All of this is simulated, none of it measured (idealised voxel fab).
The document below concerns the process module designated voxel transistor to metal.
Cross-sectional view cut (width: 155 nm; square cell size: 5 nm).
Bands, listed from the top down, are how a cross-section gets written in this document; the cross-section itself is a grid of square cells, and a band is one or more rows of them. Quick guide to a band line: top height, bottom height (nm) up front; then every material left to right with its width in nm. Only one material and it's marked "all across"? Then it fills the band edge to edge. And "air" just means empty space. Below 0: as-received wafer, all one material; heights counted from there. Lowest band: no bottom, goes on down, written "0 nm and below". The two numbers in a width such as "30 to 40" mark its ends across the band: the first belongs to the top row of cells, the second to the bottom row, and from each row to the next the width moves by the same amount. You'll sometimes find "remains unaltered" written for a step, and that's the way of saying that nowhere in the cross-section did a cell change during that step. Under "Enclosed internal voids" you'll find the enclosed gaps, the ones with no way out to the top, that are 8 cells or bigger; each reads width x height at distance, with distance counted from the left edge, everything in nm. On a step's line, text after the settings is the simulator commenting on that step. overlay nm: mask offset rightward from planned place, masked step; negative means leftward offset.

This section lists the process steps that were planned
1. RECEIVE with material Si
2. OXIDIZE with depth nm 5
3. CONFORMAL_DEP with material SiN, thk nm 15
4. DIRECTIONAL_DEP with material aC, thk nm 15
5. PATTERN with tone cover, mask id ACTIVE, material resist, width nm 120, thk nm 30, overlay nm 0
6. DIRECTIONAL_ETCH with etch materials aC, depth nm 15
7. STRIP with etch materials resist
8. DIRECTIONAL_ETCH with etch materials SiN, depth nm 15
9. DIRECTIONAL_ETCH with etch materials SiO2, depth nm 5
10. DIRECTIONAL_ETCH with etch materials Si, depth nm 35
11. STRIP with etch materials aC
12. FILL_DEP with material SiO2, thk nm 15
13. CMP with height nm 15
14. SELECTIVE_ETCH with etch materials SiO2, depth nm 5
15. STRIP with etch materials SiN
16. SELECTIVE_ETCH with etch materials SiO2, depth nm 5
17. OXIDIZE with depth nm 5
18. DIRECTIONAL_DEP with material polySi, thk nm 20
19. DIRECTIONAL_DEP with material SiCN, thk nm 10
20. MASKED_ETCH with tone cover, mask id GATE, width nm 30, etch materials SiCN, depth nm 20, overlay nm 0
21. MASKED_ETCH with tone cover, mask id GATE, width nm 30, etch materials polySi, depth nm 30, overlay nm 0
22. CONFORMAL_DEP with material SiO2, thk nm 5
23. DIRECTIONAL_ETCH with etch materials SiO2, depth nm 5
24. CONFORMAL_DEP with material SiN, thk nm 10
25. DIRECTIONAL_ETCH with etch materials SiN, depth nm 10
26. DIRECTIONAL_ETCH with etch materials SiO2, depth nm 5
27. DIRECTIONAL_ETCH with etch materials Si, depth nm 15
28. EPI with material SiGe, thk nm 15
29. FILL_DEP with material SiO2, thk nm 10
30. CMP with height nm 15
31. STRIP with etch materials polySi
32. SELECTIVE_ETCH with etch materials SiO2, depth nm 5
33. CONFORMAL_DEP with material HfO2, thk nm 5
34. CONFORMAL_DEP with material TiN, thk nm 5
35. FILL_DEP with material W, thk nm 10
36. CMP with height nm 10
37. DIRECTIONAL_DEP with material SiO2, thk nm 15
38. DIRECTIONAL_DEP with material aC, thk nm 15
39. PATTERN with tone open, mask id CONTACT, material resist, width nm 20, pitch nm 80, thk nm 30, overlay nm 0
40. DIRECTIONAL_ETCH with etch materials aC, depth nm 15
41. STRIP with etch materials resist
42. DIRECTIONAL_ETCH with etch materials SiO2, depth nm 20
43. STRIP with etch materials aC
44. CONFORMAL_DEP with material TiN, thk nm 5
45. FILL_DEP with material W, thk nm 5
46. CMP with height nm 25
47. DIRECTIONAL_DEP with material TiN, thk nm 5
48. DIRECTIONAL_DEP with material W, thk nm 15
49. MASKED_ETCH with tone cover, mask id METAL_1, width nm 20, pitch nm 80, etch materials W, depth nm 15, overlay nm 0
50. MASKED_ETCH with tone cover, mask id METAL_1, width nm 20, pitch nm 80, etch materials TiN, depth nm 5, overlay nm 0
51. FILL_DEP with material SiO2, thk nm 5
52. CMP with height nm 45
53. CONFORMAL_DEP with material SiCN, thk nm 5

On the first of the two wafers: run conducted according to plan

As-received state of the wafer in cross-section, equivalent to post-step 1
- 0 nm and below  Si all across
- Enclosed internal voids: none

Step 2 complete: cross-section through the wafer
- 0 nm to -5 nm  SiO2 all across
- Under -5: no change, same as before.

Step 3 complete: cross-section through the wafer
- 15 nm to 0 nm  SiN all across
- Under 0: no change, same as before.

Step 4 complete: cross-section through the wafer
- 30 nm to 15 nm  aC all across
- Under 15: no change, same as before.

Step 5 complete: cross-section through the wafer
- 60 nm to 30 nm  air 15 nm, resist 120 nm, air 20 nm
- Under 30: no change, same as before.

Step 6 complete: cross-section through the wafer
- 45 nm to 30 nm  air 15 nm, resist 120 nm, air 20 nm
- 30 nm to 15 nm  air 15 nm, aC 120 nm, air 20 nm
- Under 15: no change, same as before.

Step 7 complete: cross-section through the wafer
- 30 nm to 15 nm  air 15 nm, aC 120 nm, air 20 nm
- Under 15: no change, same as before.

Step 8 complete: cross-section through the wafer
- 30 nm to 15 nm  air 15 nm, aC 120 nm, air 20 nm
- 15 nm to 0 nm  air 15 nm, SiN 120 nm, air 20 nm
- Under 0: no change, same as before.

Step 9 complete: cross-section through the wafer
- 30 nm to 15 nm  air 15 nm, aC 120 nm, air 20 nm
- 15 nm to 0 nm  air 15 nm, SiN 120 nm, air 20 nm
- 0 nm to -5 nm  air 15 nm, SiO2 120 nm, air 20 nm
- Under -5: no change, same as before.

Step 10 complete: cross-section through the wafer
- 30 nm to 15 nm  air 15 nm, aC 120 nm, air 20 nm
- 15 nm to 0 nm  air 15 nm, SiN 120 nm, air 20 nm
- 0 nm to -5 nm  air 15 nm, SiO2 120 nm, air 20 nm
- -5 nm to -40 nm  air 15 nm, Si 120 nm, air 20 nm
- Under -40: no change, same as before.

Step 11 complete: cross-section through the wafer
- 15 nm to 0 nm  air 15 nm, SiN 120 nm, air 20 nm
- Under 0: no change, same as before.

Step 12 complete: cross-section through the wafer
- 30 nm to 15 nm  SiO2 all across
- 15 nm to 0 nm  SiO2 15 nm, SiN 120 nm, SiO2 20 nm
- 0 nm to -5 nm  SiO2 all across
- -5 nm to -40 nm  SiO2 15 nm, Si 120 nm, SiO2 20 nm
- Under -40: no change, same as before.

Step 13 complete: cross-section through the wafer
- 15 nm to 0 nm  SiO2 15 nm, SiN 120 nm, SiO2 20 nm
- Under 0: no change, same as before.

Step 14 complete: cross-section through the wafer
- 15 nm to 10 nm  air 15 nm, SiN 120 nm, air 20 nm
- Under 10: no change, same as before.

Step 15 complete: cross-section through the wafer
- 10 nm to 0 nm  SiO2 15 nm, air 120 nm, SiO2 20 nm
- Under 0: no change, same as before.

Step 16 complete: cross-section through the wafer
- 5 nm to -5 nm  SiO2 10 nm, air 130 nm, SiO2 15 nm
- Under -5: no change, same as before.

Step 17 complete: cross-section through the wafer
- 5 nm to -5 nm  SiO2 10 nm, air 130 nm, SiO2 15 nm
- -5 nm to -10 nm  SiO2 all across
- Under -10: no change, same as before.

Step 18 complete: cross-section through the wafer
- 25 nm to 15 nm  polySi 10 nm, air 130 nm, polySi 15 nm
- 15 nm to 5 nm  polySi all across
- 5 nm to -5 nm  SiO2 10 nm, polySi 130 nm, SiO2 15 nm
- Under -5: no change, same as before.

Step 19 complete: cross-section through the wafer
- 35 nm to 25 nm  SiCN 10 nm, air 130 nm, SiCN 15 nm
- 25 nm to 15 nm  polySi 10 nm, SiCN 130 nm, polySi 15 nm
- Under 15: no change, same as before.

Step 20 complete: cross-section through the wafer
- 25 nm to 15 nm  polySi 10 nm, air 50 nm, SiCN 30 nm, air 50 nm, polySi 15 nm
- Under 15: no change, same as before.

Step 21 complete: cross-section through the wafer
- 25 nm to 15 nm  air 60 nm, SiCN 30 nm, air 65 nm
- 15 nm to 5 nm  air 60 nm, polySi 30 nm, air 65 nm
- 5 nm to -5 nm  SiO2 10 nm, air 50 nm, polySi 30 nm, air 50 nm, SiO2 15 nm
- Under -5: no change, same as before.

Step 22 complete: cross-section through the wafer
- 30 nm to 25 nm  air 55 nm, SiO2 40 nm, air 60 nm
- 25 nm to 15 nm  air 55 nm, SiO2 5 nm, SiCN 30 nm, SiO2 5 nm, air 60 nm
- 15 nm to 10 nm  air 55 nm, SiO2 5 nm, polySi 30 nm, SiO2 5 nm, air 60 nm
- 10 nm to 0 nm  SiO2 15 nm, air 40 nm, SiO2 5 nm, polySi 30 nm, SiO2 5 nm, air 40 nm, SiO2 20 nm
- 0 nm to -5 nm  SiO2 60 nm, polySi 30 nm, SiO2 65 nm
- Under -5: no change, same as before.

Step 23 complete: cross-section through the wafer
- 25 nm to 15 nm  air 55 nm, SiO2 5 nm, SiCN 30 nm, SiO2 5 nm, air 60 nm
- 15 nm to 5 nm  air 55 nm, SiO2 5 nm, polySi 30 nm, SiO2 5 nm, air 60 nm
- 5 nm to -5 nm  SiO2 15 nm, air 40 nm, SiO2 5 nm, polySi 30 nm, SiO2 5 nm, air 40 nm, SiO2 20 nm
- Under -5: no change, same as before.

Step 24 complete: cross-section through the wafer
- 35 nm to 25 nm  air 45 nm, SiN 60 nm, air 50 nm
- 25 nm to 15 nm  air 45 nm, SiN 10 nm, SiO2 5 nm, SiCN 30 nm, SiO2 5 nm, SiN 10 nm, air 50 nm
- 15 nm to 5 nm  SiN 25 nm, air 20 nm, SiN 10 nm, SiO2 5 nm, polySi 30 nm, SiO2 5 nm, SiN 10 nm, air 20 nm, SiN 30 nm
- 5 nm to -5 nm  SiO2 15 nm, SiN 40 nm, SiO2 5 nm, polySi 30 nm, SiO2 5 nm, SiN 40 nm, SiO2 20 nm
- Under -5: no change, same as before.

Step 25 complete: cross-section through the wafer
- 25 nm to 15 nm  air 45 nm, SiN 10 nm, SiO2 5 nm, SiCN 30 nm, SiO2 5 nm, SiN 10 nm, air 50 nm
- 15 nm to 5 nm  air 45 nm, SiN 10 nm, SiO2 5 nm, polySi 30 nm, SiO2 5 nm, SiN 10 nm, air 50 nm
- 5 nm to -5 nm  SiO2 15 nm, SiN 10 nm, air 20 nm, SiN 10 nm, SiO2 5 nm, polySi 30 nm, SiO2 5 nm, SiN 10 nm, air 20 nm, SiN 10 nm, SiO2 20 nm
- Under -5: no change, same as before.

Step 26 complete: cross-section through the wafer
- 25 nm to 20 nm  air 45 nm, SiN 10 nm, air 5 nm, SiCN 30 nm, air 5 nm, SiN 10 nm, air 50 nm
- 20 nm to 15 nm  air 45 nm, SiN 10 nm, SiO2 5 nm, SiCN 30 nm, SiO2 5 nm, SiN 10 nm, air 50 nm
- 15 nm to 5 nm  air 45 nm, SiN 10 nm, SiO2 5 nm, polySi 30 nm, SiO2 5 nm, SiN 10 nm, air 50 nm
- 5 nm to 0 nm  air 15 nm, SiN 10 nm, air 20 nm, SiN 10 nm, SiO2 5 nm, polySi 30 nm, SiO2 5 nm, SiN 10 nm, air 20 nm, SiN 10 nm, air 20 nm
- 0 nm to -5 nm  SiO2 15 nm, SiN 10 nm, air 20 nm, SiN 10 nm, SiO2 5 nm, polySi 30 nm, SiO2 5 nm, SiN 10 nm, air 20 nm, SiN 10 nm, SiO2 20 nm
- -5 nm to -10 nm  SiO2 25 nm, air 20 nm, SiO2 60 nm, air 20 nm, SiO2 30 nm
- Under -10: no change, same as before.

Step 27 complete: cross-section through the wafer
- 25 nm to 20 nm  air 45 nm, SiN 10 nm, air 5 nm, SiCN 30 nm, air 5 nm, SiN 10 nm, air 50 nm
- 20 nm to 15 nm  air 45 nm, SiN 10 nm, SiO2 5 nm, SiCN 30 nm, SiO2 5 nm, SiN 10 nm, air 50 nm
- 15 nm to 5 nm  air 45 nm, SiN 10 nm, SiO2 5 nm, polySi 30 nm, SiO2 5 nm, SiN 10 nm, air 50 nm
- 5 nm to 0 nm  air 15 nm, SiN 10 nm, air 20 nm, SiN 10 nm, SiO2 5 nm, polySi 30 nm, SiO2 5 nm, SiN 10 nm, air 20 nm, SiN 10 nm, air 20 nm
- 0 nm to -5 nm  SiO2 15 nm, SiN 10 nm, air 20 nm, SiN 10 nm, SiO2 5 nm, polySi 30 nm, SiO2 5 nm, SiN 10 nm, air 20 nm, SiN 10 nm, SiO2 20 nm
- -5 nm to -10 nm  SiO2 25 nm, air 20 nm, SiO2 60 nm, air 20 nm, SiO2 30 nm
- -10 nm to -25 nm  SiO2 15 nm, Si 10 nm, air 20 nm, Si 60 nm, air 20 nm, Si 10 nm, SiO2 20 nm
- Under -25: no change, same as before.

Step 28 complete: cross-section through the wafer
- 25 nm to 20 nm  air 45 nm, SiN 10 nm, air 5 nm, SiCN 30 nm, air 5 nm, SiN 10 nm, air 50 nm
- 20 nm to 15 nm  air 45 nm, SiN 10 nm, SiO2 5 nm, SiCN 30 nm, SiO2 5 nm, SiN 10 nm, air 50 nm
- 15 nm to 5 nm  air 45 nm, SiN 10 nm, SiO2 5 nm, polySi 30 nm, SiO2 5 nm, SiN 10 nm, air 50 nm
- 5 nm to 0 nm  air 15 nm, SiN 10 nm, SiGe 20 nm, SiN 10 nm, SiO2 5 nm, polySi 30 nm, SiO2 5 nm, SiN 10 nm, SiGe 20 nm, SiN 10 nm, air 20 nm
- 0 nm to -5 nm  SiO2 15 nm, SiN 10 nm, SiGe 20 nm, SiN 10 nm, SiO2 5 nm, polySi 30 nm, SiO2 5 nm, SiN 10 nm, SiGe 20 nm, SiN 10 nm, SiO2 20 nm
- -5 nm to -10 nm  SiO2 25 nm, SiGe 20 nm, SiO2 60 nm, SiGe 20 nm, SiO2 30 nm
- -10 nm to -25 nm  SiO2 15 nm, Si 10 nm, SiGe 20 nm, Si 60 nm, SiGe 20 nm, Si 10 nm, SiO2 20 nm
- Under -25: no change, same as before.

Step 29 complete: cross-section through the wafer
- 35 nm to 25 nm  SiO2 all across
- 25 nm to 15 nm  SiO2 45 nm, SiN 10 nm, SiO2 5 nm, SiCN 30 nm, SiO2 5 nm, SiN 10 nm, SiO2 50 nm
- 15 nm to 5 nm  SiO2 45 nm, SiN 10 nm, SiO2 5 nm, polySi 30 nm, SiO2 5 nm, SiN 10 nm, SiO2 50 nm
- 5 nm to -5 nm  SiO2 15 nm, SiN 10 nm, SiGe 20 nm, SiN 10 nm, SiO2 5 nm, polySi 30 nm, SiO2 5 nm, SiN 10 nm, SiGe 20 nm, SiN 10 nm, SiO2 20 nm
- Under -5: no change, same as before.

Step 30 complete: cross-section through the wafer
- 15 nm to 5 nm  SiO2 45 nm, SiN 10 nm, SiO2 5 nm, polySi 30 nm, SiO2 5 nm, SiN 10 nm, SiO2 50 nm
- Under 5: no change, same as before.

Step 31 complete: cross-section through the wafer
- 15 nm to 5 nm  SiO2 45 nm, SiN 10 nm, SiO2 5 nm, air 30 nm, SiO2 5 nm, SiN 10 nm, SiO2 50 nm
- 5 nm to -5 nm  SiO2 15 nm, SiN 10 nm, SiGe 20 nm, SiN 10 nm, SiO2 5 nm, air 30 nm, SiO2 5 nm, SiN 10 nm, SiGe 20 nm, SiN 10 nm, SiO2 20 nm
- Under -5: no change, same as before.

Step 32 complete: cross-section through the wafer
- 15 nm to 10 nm  air 45 nm, SiN 10 nm, air 40 nm, SiN 10 nm, air 50 nm
- 10 nm to 5 nm  SiO2 45 nm, SiN 10 nm, air 40 nm, SiN 10 nm, SiO2 50 nm
- 5 nm to -5 nm  SiO2 15 nm, SiN 10 nm, SiGe 20 nm, SiN 10 nm, air 40 nm, SiN 10 nm, SiGe 20 nm, SiN 10 nm, SiO2 20 nm
- -5 nm to -10 nm  SiO2 25 nm, SiGe 20 nm, SiO2 10 nm, air 40 nm, SiO2 10 nm, SiGe 20 nm, SiO2 30 nm
- Under -10: no change, same as before.

Step 33 complete: cross-section through the wafer
- 20 nm to 15 nm  air 40 nm, HfO2 20 nm, air 30 nm, HfO2 20 nm, air 45 nm
- 15 nm to 10 nm  HfO2 45 nm, SiN 10 nm, HfO2 5 nm, air 30 nm, HfO2 5 nm, SiN 10 nm, HfO2 50 nm
- 10 nm to 5 nm  SiO2 45 nm, SiN 10 nm, HfO2 5 nm, air 30 nm, HfO2 5 nm, SiN 10 nm, SiO2 50 nm
- 5 nm to -5 nm  SiO2 15 nm, SiN 10 nm, SiGe 20 nm, SiN 10 nm, HfO2 5 nm, air 30 nm, HfO2 5 nm, SiN 10 nm, SiGe 20 nm, SiN 10 nm, SiO2 20 nm
- -5 nm to -10 nm  SiO2 25 nm, SiGe 20 nm, SiO2 10 nm, HfO2 40 nm, SiO2 10 nm, SiGe 20 nm, SiO2 30 nm
- Under -10: no change, same as before.

Step 34 complete: cross-section through the wafer
- 25 nm to 20 nm  air 35 nm, TiN 30 nm, air 20 nm, TiN 30 nm, air 40 nm
- 20 nm to 15 nm  TiN 40 nm, HfO2 20 nm, TiN 5 nm, air 20 nm, TiN 5 nm, HfO2 20 nm, TiN 45 nm
- 15 nm to 10 nm  HfO2 45 nm, SiN 10 nm, HfO2 5 nm, TiN 5 nm, air 20 nm, TiN 5 nm, HfO2 5 nm, SiN 10 nm, HfO2 50 nm
- 10 nm to 5 nm  SiO2 45 nm, SiN 10 nm, HfO2 5 nm, TiN 5 nm, air 20 nm, TiN 5 nm, HfO2 5 nm, SiN 10 nm, SiO2 50 nm
- 5 nm to 0 nm  SiO2 15 nm, SiN 10 nm, SiGe 20 nm, SiN 10 nm, HfO2 5 nm, TiN 5 nm, air 20 nm, TiN 5 nm, HfO2 5 nm, SiN 10 nm, SiGe 20 nm, SiN 10 nm, SiO2 20 nm
- 0 nm to -5 nm  SiO2 15 nm, SiN 10 nm, SiGe 20 nm, SiN 10 nm, HfO2 5 nm, TiN 30 nm, HfO2 5 nm, SiN 10 nm, SiGe 20 nm, SiN 10 nm, SiO2 20 nm
- Under -5: no change, same as before.

Step 35 complete: cross-section through the wafer
- 35 nm to 25 nm  W all across
- 25 nm to 20 nm  W 35 nm, TiN 30 nm, W 20 nm, TiN 30 nm, W 40 nm
- 20 nm to 15 nm  TiN 40 nm, HfO2 20 nm, TiN 5 nm, W 20 nm, TiN 5 nm, HfO2 20 nm, TiN 45 nm
- 15 nm to 10 nm  HfO2 45 nm, SiN 10 nm, HfO2 5 nm, TiN 5 nm, W 20 nm, TiN 5 nm, HfO2 5 nm, SiN 10 nm, HfO2 50 nm
- 10 nm to 5 nm  SiO2 45 nm, SiN 10 nm, HfO2 5 nm, TiN 5 nm, W 20 nm, TiN 5 nm, HfO2 5 nm, SiN 10 nm, SiO2 50 nm
- 5 nm to 0 nm  SiO2 15 nm, SiN 10 nm, SiGe 20 nm, SiN 10 nm, HfO2 5 nm, TiN 5 nm, W 20 nm, TiN 5 nm, HfO2 5 nm, SiN 10 nm, SiGe 20 nm, SiN 10 nm, SiO2 20 nm
- Under 0: no change, same as before.

Step 36 complete: cross-section through the wafer
- 10 nm to 5 nm  SiO2 45 nm, SiN 10 nm, HfO2 5 nm, TiN 5 nm, W 20 nm, TiN 5 nm, HfO2 5 nm, SiN 10 nm, SiO2 50 nm
- Under 5: no change, same as before.

Step 37 complete: cross-section through the wafer
- 25 nm to 10 nm  SiO2 all across
- Under 10: no change, same as before.

Step 38 complete: cross-section through the wafer
- 40 nm to 25 nm  aC all across
- Under 25: no change, same as before.

Step 39 complete: cross-section through the wafer
- 70 nm to 40 nm  resist 25 nm, air 20 nm, resist 60 nm, air 20 nm, resist 30 nm
- Under 40: no change, same as before.

Step 40 complete: cross-section through the wafer
- 55 nm to 40 nm  resist 25 nm, air 20 nm, resist 60 nm, air 20 nm, resist 30 nm
- 40 nm to 25 nm  aC 25 nm, air 20 nm, aC 60 nm, air 20 nm, aC 30 nm
- Under 25: no change, same as before.

Step 41 complete: cross-section through the wafer
- 40 nm to 25 nm  aC 25 nm, air 20 nm, aC 60 nm, air 20 nm, aC 30 nm
- Under 25: no change, same as before.

Step 42 complete: cross-section through the wafer
- 40 nm to 25 nm  aC 25 nm, air 20 nm, aC 60 nm, air 20 nm, aC 30 nm
- 25 nm to 10 nm  SiO2 25 nm, air 20 nm, SiO2 60 nm, air 20 nm, SiO2 30 nm
- 10 nm to 5 nm  SiO2 25 nm, air 20 nm, SiN 10 nm, HfO2 5 nm, TiN 5 nm, W 20 nm, TiN 5 nm, HfO2 5 nm, SiN 10 nm, air 20 nm, SiO2 30 nm
- Under 5: no change, same as before.

Step 43 complete: cross-section through the wafer
- 25 nm to 10 nm  SiO2 25 nm, air 20 nm, SiO2 60 nm, air 20 nm, SiO2 30 nm
- Under 10: no change, same as before.

Step 44 complete: cross-section through the wafer
- 30 nm to 25 nm  TiN 30 nm, air 10 nm, TiN 70 nm, air 10 nm, TiN 35 nm
- 25 nm to 10 nm  SiO2 25 nm, TiN 5 nm, air 10 nm, TiN 5 nm, SiO2 60 nm, TiN 5 nm, air 10 nm, TiN 5 nm, SiO2 30 nm
- 10 nm to 5 nm  SiO2 25 nm, TiN 20 nm, SiN 10 nm, HfO2 5 nm, TiN 5 nm, W 20 nm, TiN 5 nm, HfO2 5 nm, SiN 10 nm, TiN 20 nm, SiO2 30 nm
- Under 5: no change, same as before.

Step 45 complete: cross-section through the wafer
- 35 nm to 30 nm  W all across
- 30 nm to 25 nm  TiN 30 nm, W 10 nm, TiN 70 nm, W 10 nm, TiN 35 nm
- 25 nm to 10 nm  SiO2 25 nm, TiN 5 nm, W 10 nm, TiN 5 nm, SiO2 60 nm, TiN 5 nm, W 10 nm, TiN 5 nm, SiO2 30 nm
- Under 10: no change, same as before.

Step 46 complete: cross-section through the wafer
- 25 nm to 10 nm  SiO2 25 nm, TiN 5 nm, W 10 nm, TiN 5 nm, SiO2 60 nm, TiN 5 nm, W 10 nm, TiN 5 nm, SiO2 30 nm
- Under 10: no change, same as before.

Step 47 complete: cross-section through the wafer
- 30 nm to 25 nm  TiN all across
- Under 25: no change, same as before.

Step 48 complete: cross-section through the wafer
- 45 nm to 30 nm  W all across
- Under 30: no change, same as before.

Step 49 complete: cross-section through the wafer
- 45 nm to 30 nm  air 25 nm, W 20 nm, air 60 nm, W 20 nm, air 30 nm
- Under 30: no change, same as before.

Step 50 complete: cross-section through the wafer
- 45 nm to 30 nm  air 25 nm, W 20 nm, air 60 nm, W 20 nm, air 30 nm
- 30 nm to 25 nm  air 25 nm, TiN 20 nm, air 60 nm, TiN 20 nm, air 30 nm
- Under 25: no change, same as before.

Step 51 complete: cross-section through the wafer
- 50 nm to 45 nm  SiO2 all across
- 45 nm to 30 nm  SiO2 25 nm, W 20 nm, SiO2 60 nm, W 20 nm, SiO2 30 nm
- 30 nm to 25 nm  SiO2 25 nm, TiN 20 nm, SiO2 60 nm, TiN 20 nm, SiO2 30 nm
- Under 25: no change, same as before.

Step 52 complete: cross-section through the wafer
- 45 nm to 30 nm  SiO2 25 nm, W 20 nm, SiO2 60 nm, W 20 nm, SiO2 30 nm
- Under 30: no change, same as before.

Step 53 complete: cross-section through the wafer
- 50 nm to 45 nm  SiCN all across
- Under 45: no change, same as before.

Wafer two. Identical start, identical plan. One mistake in execution. Identical history through step 32

Second wafer, cut view, end of step 33 per plan
- 20 nm to 15 nm  air 40 nm, TiN 20 nm, air 30 nm, TiN 20 nm, air 45 nm
- 15 nm to 10 nm  TiN 45 nm, SiN 10 nm, TiN 5 nm, air 30 nm, TiN 5 nm, SiN 10 nm, TiN 50 nm
- 10 nm to 5 nm  SiO2 45 nm, SiN 10 nm, TiN 5 nm, air 30 nm, TiN 5 nm, SiN 10 nm, SiO2 50 nm
- 5 nm to -5 nm  SiO2 15 nm, SiN 10 nm, SiGe 20 nm, SiN 10 nm, TiN 5 nm, air 30 nm, TiN 5 nm, SiN 10 nm, SiGe 20 nm, SiN 10 nm, SiO2 20 nm
- -5 nm to -10 nm  SiO2 25 nm, SiGe 20 nm, SiO2 10 nm, TiN 40 nm, SiO2 10 nm, SiGe 20 nm, SiO2 30 nm
- Under -10: no change, same as before.

Second wafer, cut view, end of step 34 per plan
- 25 nm to 20 nm  air 35 nm, HfO2 30 nm, air 20 nm, HfO2 30 nm, air 40 nm
- 20 nm to 15 nm  HfO2 40 nm, TiN 20 nm, HfO2 5 nm, air 20 nm, HfO2 5 nm, TiN 20 nm, HfO2 45 nm
- 15 nm to 10 nm  TiN 45 nm, SiN 10 nm, TiN 5 nm, HfO2 5 nm, air 20 nm, HfO2 5 nm, TiN 5 nm, SiN 10 nm, TiN 50 nm
- 10 nm to 5 nm  SiO2 45 nm, SiN 10 nm, TiN 5 nm, HfO2 5 nm, air 20 nm, HfO2 5 nm, TiN 5 nm, SiN 10 nm, SiO2 50 nm
- 5 nm to 0 nm  SiO2 15 nm, SiN 10 nm, SiGe 20 nm, SiN 10 nm, TiN 5 nm, HfO2 5 nm, air 20 nm, HfO2 5 nm, TiN 5 nm, SiN 10 nm, SiGe 20 nm, SiN 10 nm, SiO2 20 nm
- 0 nm to -5 nm  SiO2 15 nm, SiN 10 nm, SiGe 20 nm, SiN 10 nm, TiN 5 nm, HfO2 30 nm, TiN 5 nm, SiN 10 nm, SiGe 20 nm, SiN 10 nm, SiO2 20 nm
- Under -5: no change, same as before.

Second wafer, cut view, end of step 35 per plan
- 35 nm to 25 nm  W all across
- 25 nm to 20 nm  W 35 nm, HfO2 30 nm, W 20 nm, HfO2 30 nm, W 40 nm
- 20 nm to 15 nm  HfO2 40 nm, TiN 20 nm, HfO2 5 nm, W 20 nm, HfO2 5 nm, TiN 20 nm, HfO2 45 nm
- 15 nm to 10 nm  TiN 45 nm, SiN 10 nm, TiN 5 nm, HfO2 5 nm, W 20 nm, HfO2 5 nm, TiN 5 nm, SiN 10 nm, TiN 50 nm
- 10 nm to 5 nm  SiO2 45 nm, SiN 10 nm, TiN 5 nm, HfO2 5 nm, W 20 nm, HfO2 5 nm, TiN 5 nm, SiN 10 nm, SiO2 50 nm
- 5 nm to 0 nm  SiO2 15 nm, SiN 10 nm, SiGe 20 nm, SiN 10 nm, TiN 5 nm, HfO2 5 nm, W 20 nm, HfO2 5 nm, TiN 5 nm, SiN 10 nm, SiGe 20 nm, SiN 10 nm, SiO2 20 nm
- Under 0: no change, same as before.

Second wafer, cut view, end of step 36 per plan
- 10 nm to 5 nm  SiO2 45 nm, SiN 10 nm, TiN 5 nm, HfO2 5 nm, W 20 nm, HfO2 5 nm, TiN 5 nm, SiN 10 nm, SiO2 50 nm
- Under 5: no change, same as before.

Second wafer, cut view, end of step 37 per plan
- 25 nm to 10 nm  SiO2 all across
- Under 10: no change, same as before.

Second wafer, cut view, end of step 38 per plan
- 40 nm to 25 nm  aC all across
- Under 25: no change, same as before.

Second wafer, cut view, end of step 39 per plan
- 70 nm to 40 nm  resist 25 nm, air 20 nm, resist 60 nm, air 20 nm, resist 30 nm
- Under 40: no change, same as before.

Second wafer, cut view, end of step 40 per plan
- 55 nm to 40 nm  resist 25 nm, air 20 nm, resist 60 nm, air 20 nm, resist 30 nm
- 40 nm to 25 nm  aC 25 nm, air 20 nm, aC 60 nm, air 20 nm, aC 30 nm
- Under 25: no change, same as before.

Second wafer, cut view, end of step 41 per plan
- 40 nm to 25 nm  aC 25 nm, air 20 nm, aC 60 nm, air 20 nm, aC 30 nm
- Under 25: no change, same as before.

Second wafer, cut view, end of step 42 per plan
- 40 nm to 25 nm  aC 25 nm, air 20 nm, aC 60 nm, air 20 nm, aC 30 nm
- 25 nm to 10 nm  SiO2 25 nm, air 20 nm, SiO2 60 nm, air 20 nm, SiO2 30 nm
- 10 nm to 5 nm  SiO2 25 nm, air 20 nm, SiN 10 nm, TiN 5 nm, HfO2 5 nm, W 20 nm, HfO2 5 nm, TiN 5 nm, SiN 10 nm, air 20 nm, SiO2 30 nm
- Under 5: no change, same as before.

Second wafer, cut view, end of step 43 per plan
- 25 nm to 10 nm  SiO2 25 nm, air 20 nm, SiO2 60 nm, air 20 nm, SiO2 30 nm
- Under 10: no change, same as before.

Second wafer, cut view, end of step 44 per plan
- 30 nm to 25 nm  TiN 30 nm, air 10 nm, TiN 70 nm, air 10 nm, TiN 35 nm
- 25 nm to 10 nm  SiO2 25 nm, TiN 5 nm, air 10 nm, TiN 5 nm, SiO2 60 nm, TiN 5 nm, air 10 nm, TiN 5 nm, SiO2 30 nm
- 10 nm to 5 nm  SiO2 25 nm, TiN 20 nm, SiN 10 nm, TiN 5 nm, HfO2 5 nm, W 20 nm, HfO2 5 nm, TiN 5 nm, SiN 10 nm, TiN 20 nm, SiO2 30 nm
- Under 5: no change, same as before.

Second wafer, cut view, end of step 45 per plan
- 35 nm to 30 nm  W all across
- 30 nm to 25 nm  TiN 30 nm, W 10 nm, TiN 70 nm, W 10 nm, TiN 35 nm
- 25 nm to 10 nm  SiO2 25 nm, TiN 5 nm, W 10 nm, TiN 5 nm, SiO2 60 nm, TiN 5 nm, W 10 nm, TiN 5 nm, SiO2 30 nm
- Under 10: no change, same as before.

Second wafer, cut view, end of step 46 per plan
- 25 nm to 10 nm  SiO2 25 nm, TiN 5 nm, W 10 nm, TiN 5 nm, SiO2 60 nm, TiN 5 nm, W 10 nm, TiN 5 nm, SiO2 30 nm
- Under 10: no change, same as before.

Second wafer, cut view, end of step 47 per plan
- 30 nm to 25 nm  TiN all across
- Under 25: no change, same as before.

Second wafer, cut view, end of step 48 per plan
- 45 nm to 30 nm  W all across
- Under 30: no change, same as before.

Second wafer, cut view, end of step 49 per plan
- 45 nm to 30 nm  air 25 nm, W 20 nm, air 60 nm, W 20 nm, air 30 nm
- Under 30: no change, same as before.

Second wafer, cut view, end of step 50 per plan
- 45 nm to 30 nm  air 25 nm, W 20 nm, air 60 nm, W 20 nm, air 30 nm
- 30 nm to 25 nm  air 25 nm, TiN 20 nm, air 60 nm, TiN 20 nm, air 30 nm
- Under 25: no change, same as before.

Second wafer, cut view, end of step 51 per plan
- 50 nm to 45 nm  SiO2 all across
- 45 nm to 30 nm  SiO2 25 nm, W 20 nm, SiO2 60 nm, W 20 nm, SiO2 30 nm
- 30 nm to 25 nm  SiO2 25 nm, TiN 20 nm, SiO2 60 nm, TiN 20 nm, SiO2 30 nm
- Under 25: no change, same as before.

Second wafer, cut view, end of step 52 per plan
- 45 nm to 30 nm  SiO2 25 nm, W 20 nm, SiO2 60 nm, W 20 nm, SiO2 30 nm
- Under 30: no change, same as before.

Second wafer, cut view, end of step 53 per plan
- 50 nm to 45 nm  SiCN all across
- Under 45: no change, same as before.
Where did the run depart from the plan? contrary to the plan, steps 33 and 34 were processed in exchanged order
Cell-count delta at end, second wafer over first, by material: HfO2 -4 | TiN +4
